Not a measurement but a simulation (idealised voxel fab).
Documented hereafter: the process module known as voxel quadruple lines.
Cross-section cut: width 265 nm, square cells of 5 nm.
In this document a cross-section is written as a grid of square cells. It is given as a series of bands, listed from the top down, and a band is one or more rows of cells.
Read a band's entry like this: the first values are the height of its top and the height of its bottom in nm, and what follows is the sequence of materials from left to right, each with its width in nm. Note that "empty" is empty space, and that a single material marked "all across" reaches across the band from edge to edge.
For the purposes of this specification, 0 denotes the height below which the wafer in its as-received condition is composed wholly of one material, and the lowermost band, lacking a lower limit, extends downward without end, as expressed in "z 0 and below".
Width spec "30 to 40" -> top row of cells at first value, bottom row at second value, equal per-row change in between.
"remained the same" means the step left every cell of the cross-section as it was.
Closed empty spaces (no open way to the top) of 8 cells or more are what "Unvented voids" lists, each as width x height at distance from the left edge, nm for all three.
The remark found on a step's line after its settings is issued by the simulator itself and pertains to that step.
A step's line can hold "overlay nm"; with a mask on that step, the setting says how far right of the planned place the mask lay, while a negative setting says it lay to the left.
The following list gives the planned process steps
1. RECEIVE,material Si
2. CONFORMAL_DEP,material SiO2,thk nm 10
3. DIRECTIONAL_DEP,material Ru,thk nm 15
4. DIRECTIONAL_DEP,material polySi,thk nm 20
5. DIRECTIONAL_DEP,material aC,thk nm 25
6. PATTERN,tone cover,mask id MANDREL,material resist,width nm 25,thk nm 35,overlay nm 0
7. DIRECTIONAL_ETCH,etch materials aC,depth nm 25
8. STRIP,etch materials resist
9. CONFORMAL_DEP,material SiO2,thk nm 15
10. DIRECTIONAL_ETCH,etch materials SiO2,depth nm 15
11. STRIP,etch materials aC
12. DIRECTIONAL_ETCH,etch materials polySi,depth nm 20
13. STRIP,etch materials SiO2
14. CONFORMAL_DEP,material SiN,thk nm 5
15. DIRECTIONAL_ETCH,etch materials SiN,depth nm 5
16. STRIP,etch materials polySi
17. DIRECTIONAL_ETCH,etch materials Ru,depth nm 15
18. STRIP,etch materials SiN
Wafer cross-section on receipt, i.e. after step 1
- z 0 and below | Si all across
- Unvented voids: none
Final cross-section, module run with one mistake (start and plan as above)
- z 25 to 10 | empty: 100 / Ru: 5 / empty: 15 / Ru: 5 / empty: 15 / Ru: 5 / empty: 15 / Ru: 5 / empty: 100
- z 10 to 0 | aC all across
- z 0 and below | Si all across
- Unvented voids: none
Plan not followed: step 2 was processed under conditions differing from the plan, specifically as CONFORMAL_DEP,material aC,thk nm 10
